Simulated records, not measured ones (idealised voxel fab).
process module | voxel self aligned vias
cross-section cut | 295 nm wide | cells 5 nm
A cross-section is a grid of square cells, given in bands from the top down. A band is one or more rows of cells.
Each band's line starts with the height of the band's top and of its bottom, in nm. Then come its materials from left to right, each with its width in nm. One material with "throughout" fills the band from edge to edge. "air" is empty space.
Height 0 is the level under which the wafer as received is all one material. The lowest band goes on downwards, as in "0 down".
A width such as "30 to 40" changes by the same amount from each row of cells to the next, from the band's top row to its bottom row.
"no change" after a step means that no cell of the cross-section changed.
closed voids: empty space of 8 cells or more with no open way to the top, each as width x height at its distance from the left edge, in nm
after a step's settings: what the simulator itself notes on the step
overlay nm, on a step with a mask: how far to the right of its planned place the mask lay; to the left if negative
plan
1 op RECEIVE | material Si
2 op CONFORMAL_DEP | material SiO2 | thk nm 10
3 op CONFORMAL_DEP | material SiCN | thk nm 5
4 op DIRECTIONAL_DEP | material SiO2 | thk nm 25
5 op DIRECTIONAL_DEP | material aC | thk nm 15
6 op PATTERN | tone open | mask id LINES | material resist | width nm 20 | pitch nm 55 | thk nm 30 | overlay nm 0
7 op DIRECTIONAL_ETCH | etch materials aC | depth nm 15
8 op STRIP | etch materials resist
9 op DIRECTIONAL_ETCH | etch materials SiO2 | depth nm 25
10 op STRIP | etch materials aC
11 op CONFORMAL_DEP | material TiN | thk nm 5
12 op FILL_DEP | material W | thk nm 10
13 op CMP | height nm 40
14 op SELECTIVE_ETCH | etch materials W Ru TiN | depth nm 5
15 op FILL_DEP | material SiN | thk nm 5
16 op CMP | height nm 40
17 op DIRECTIONAL_DEP | material SiO2 | thk nm 20
18 op MASKED_ETCH | tone open | mask id VIAS | width nm 30 | pitch nm 55 | etch materials SiO2 | depth nm 20 | overlay nm 0
19 op MASKED_ETCH | tone open | mask id VIAS | width nm 30 | pitch nm 55 | etch materials SiN | depth nm 5 | overlay nm 0
20 op CONFORMAL_DEP | material TiN | thk nm 5
21 op FILL_DEP | material Ru | thk nm 10
22 op CMP | height nm 60
23 op CONFORMAL_DEP | material SiN | thk nm 5
as received, after step 1
  0 down: Si throughout
  closed voids: none
first wafer at the end, as planned
  65 to 60: SiN throughout
  60 to 45: SiO2 75 | TiN 5 | Ru 20 | TiN 5 | SiO2 25 | TiN 5 | Ru 20 | TiN 5 | SiO2 25 | TiN 5 | Ru 20 | TiN 5 | SiO2 80
  45 to 40: SiO2 75 | TiN 10 | Ru 10 | TiN 10 | SiO2 25 | TiN 10 | Ru 10 | TiN 10 | SiO2 25 | TiN 10 | Ru 10 | TiN 10 | SiO2 80
  40 to 35: SiO2 80 | TiN 20 | SiO2 35 | TiN 20 | SiO2 35 | TiN 20 | SiO2 85
  35 to 20: SiO2 80 | TiN 5 | W 10 | TiN 5 | SiO2 35 | TiN 5 | W 10 | TiN 5 | SiO2 35 | TiN 5 | W 10 | TiN 5 | SiO2 85
  20 to 15: SiO2 80 | TiN 20 | SiO2 35 | TiN 20 | SiO2 35 | TiN 20 | SiO2 85
  15 to 10: SiCN throughout
  10 to 0: SiO2 throughout
  0 down: Si throughout
  closed voids: none
second wafer at the end: like start, like plan, one mistake
  60 to 55: SiN throughout
  55 to 45: SiO2 75 | TiN 5 | Ru 20 | TiN 5 | SiO2 25 | TiN 5 | Ru 20 | TiN 5 | SiO2 25 | TiN 5 | Ru 20 | TiN 5 | SiO2 80
  45 to 40: SiO2 75 | TiN 10 | Ru 10 | TiN 10 | SiO2 25 | TiN 10 | Ru 10 | TiN 10 | SiO2 25 | TiN 10 | Ru 10 | TiN 10 | SiO2 80
  40 to 35: SiO2 80 | TiN 20 | SiO2 35 | TiN 20 | SiO2 35 | TiN 20 | SiO2 85
  35 to 20: SiO2 80 | TiN 5 | W 10 | TiN 5 | SiO2 35 | TiN 5 | W 10 | TiN 5 | SiO2 35 | TiN 5 | W 10 | TiN 5 | SiO2 85
  20 to 15: SiO2 80 | TiN 20 | SiO2 35 | TiN 20 | SiO2 35 | TiN 20 | SiO2 85
  15 to 10: SiCN throughout
  10 to 0: SiO2 throughout
  0 down: Si throughout
  closed voids: none
what went wrong: step 22 ran as: op CMP | height nm 55
at the end the second wafer has, in cells: 12 fewer of Ru | 41 fewer of SiO2 | 6 fewer of TiN
